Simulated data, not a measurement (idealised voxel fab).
This section sets out a process module, namely voxel ribs on slabs.
Cross-sectional view cut (width: 240 nm; square cell size: 5 nm).
In this document a cross-section is written as a grid of square cells. It is given as a series of bands, listed from the top down, and a band is one or more rows of cells.
Quick guide to a band line: top height, bottom height (nm) up front; then every material left to right with its width in nm. Only one material and it's marked "everywhere"? Then it fills the band edge to edge. And "air" just means empty space.
Measure heights from 0. That's the level where, below it, the as-received wafer is all one material. The lowest band is bottomless and extends downward; write it as in "top 0, no bottom".
You'd read "30 to 40" like this: the band's top row of cells is as wide as the first number, its bottom row is as wide as the second, and going down, every row changes width by the same amount as the row before did.
For the purposes of this document, the phrase "no change" attached to a step denotes that no cell within the cross-section was modified by that step.
Any empty space of 8 cells or more lacking an open way to the top shows up in "Fully sealed voids" as width x height at distance, distance from the left edge, in nm.
It should be noted that, on the line of a given step, the content following the step's settings is a remark produced by the simulator itself with respect to that step.
The line of a step may include "overlay nm". On a step with a mask, this value is how far to the right of its planned place the mask lay. A negative value means the mask lay to the left.

-- So here's the lineup of process steps we planned
1) op RECEIVE | material Si
2) op DIRECTIONAL_DEP | material SiO2 | thk nm 25
3) op DIRECTIONAL_DEP | material SiN | thk nm 25
4) op PATTERN | tone cover | mask id RIB | material resist | width nm 30 | thk nm 20 | overlay nm 0
5) op DIRECTIONAL_ETCH | etch materials SiN | depth nm 5
6) op STRIP | etch materials resist
7) op PATTERN | tone cover | mask id SLAB | material resist | width nm 90 | thk nm 15 | overlay nm 0
8) op DIRECTIONAL_ETCH | etch materials SiN | depth nm 20
9) op STRIP | etch materials resist
10) op FILL_DEP | material SiO2 | thk nm 20
11) op CMP | height nm 65
12) op DIRECTIONAL_DEP | material W | thk nm 5
13) op DIRECTIONAL_DEP | material aC | thk nm 10
14) op PATTERN | tone cover | mask id HEATER | material resist | width nm 40 | thk nm 30 | overlay nm 0
15) op DIRECTIONAL_ETCH | etch materials aC | depth nm 10
16) op STRIP | etch materials resist
17) op DIRECTIONAL_ETCH | etch materials W | depth nm 5
18) op STRIP | etch materials aC
19) op CONFORMAL_DEP | material SiO2 | thk nm 5

-- As-received wafer cross-section (after step 1)
* top 0, no bottom  Si everywhere
* Fully sealed voids: none

-- What the wafer looks like in cross-section after this module, when it starts as shown above and follows the plan above but one mistake is made in running it
* top 75, bottom 70  95 air, 50 SiO2, 95 air
* top 70, bottom 65  100 SiO2, 40 W, 100 SiO2
* top 65, bottom 50  SiO2 everywhere
* top 50, bottom 45  75 SiO2, 30 SiN, 30 SiO2, 30 SiN, 75 SiO2
* top 45, bottom 30  75 SiO2, 90 SiN, 75 SiO2
* top 30, bottom 25  SiN everywhere
* top 25, bottom 0  SiO2 everywhere
* top 0, no bottom  Si everywhere
* Fully sealed voids: none
What broke from the plan during processing? step 4 was run on a setting that differed from the plan, and what really ran there is op PATTERN | tone open | mask id RIB | material resist | width nm 30 | thk nm 20 | overlay nm 0
